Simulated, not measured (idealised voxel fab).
process module | voxel self aligned contacts
cross-section cut | 290 nm wide | cells 5 nm
A cross-section is a grid of square cells, given in bands from the top down. A band is one or more rows of cells.
Each band's line starts with the height of the band's top and of its bottom, in nm. Then come its materials from left to right, each with its width in nm. One material with "throughout" fills the band from edge to edge. "air" is empty space.
Height 0 is the level under which the wafer as received is all one material. The lowest band goes on downwards, as in "0 down".
A width such as "30 to 40" changes by the same amount from each row of cells to the next, from the band's top row to its bottom row.
"no change" after a step means that no cell of the cross-section changed.
closed voids: empty space of 8 cells or more with no open way to the top, each as width x height at its distance from the left edge, in nm
after a step's settings: what the simulator itself notes on the step
overlay nm, on a step with a mask: how far to the right of its planned place the mask lay; to the left if negative
plan
1 op RECEIVE | material Si
2 op CONFORMAL_DEP | material SiO2 | thk nm 5
3 op DIRECTIONAL_DEP | material polySi | thk nm 25
4 op DIRECTIONAL_DEP | material SiN | thk nm 25
5 op PATTERN | tone cover | mask id GATE | material resist | width nm 25 | pitch nm 60 | thk nm 15 | overlay nm 0
6 op DIRECTIONAL_ETCH | etch materials SiN | depth nm 25
7 op DIRECTIONAL_ETCH | etch materials polySi | depth nm 25
8 op STRIP | etch materials resist
9 op CONFORMAL_DEP | material SiN | thk nm 10
10 op DIRECTIONAL_ETCH | etch materials SiN | depth nm 10
11 op FILL_DEP | material SiO2 | thk nm 15
12 op CMP | height nm 65
13 op DIRECTIONAL_DEP | material aC | thk nm 10
14 op PATTERN | tone open | mask id CONTACT | material resist | width nm 45 | pitch nm 60 | thk nm 30 | overlay nm 0
15 op DIRECTIONAL_ETCH | etch materials aC | depth nm 10
16 op STRIP | etch materials resist
17 op DIRECTIONAL_ETCH | etch materials SiO2 | depth nm 65
18 op STRIP | etch materials aC
19 op CONFORMAL_DEP | material TiN | thk nm 5
20 op FILL_DEP | material W | thk nm 10
21 op CMP | height nm 65
22 op CONFORMAL_DEP | material SiCN | thk nm 5
as received, after step 1
  0 down: Si throughout
  closed voids: none
a wafer at the end: this start, this plan, one mistake
  85 to 80: SiCN throughout
  80 to 70: W throughout
  70 to 65: TiN 95 | W 35 | TiN 25 | W 35 | TiN 100
  65 to 55: SiO2 90 | TiN 5 to 20 | W 35 to 5 | TiN 5 to 20 | SiO2 15 | TiN 5 to 20 | W 35 to 5 | TiN 5 to 20 | SiO2 95
  55 to 30: SiO2 60 | SiN 45 | TiN 5 | W 5 | TiN 5 | SiN 45 | TiN 5 | W 5 | TiN 5 | SiN 45 | SiO2 65
  30 to 5: SiO2 60 | SiN 10 | polySi 25 | SiN 10 | TiN 5 | W 5 | TiN 5 | SiN 10 | polySi 25 | SiN 10 | TiN 5 | W 5 | TiN 5 | SiN 10 | polySi 25 | SiN 10 | SiO2 65
  5 to 0: SiO2 105 | TiN 15 | SiO2 45 | TiN 15 | SiO2 110
  0 down: Si throughout
  closed voids: none
what went wrong: step 21 was left out
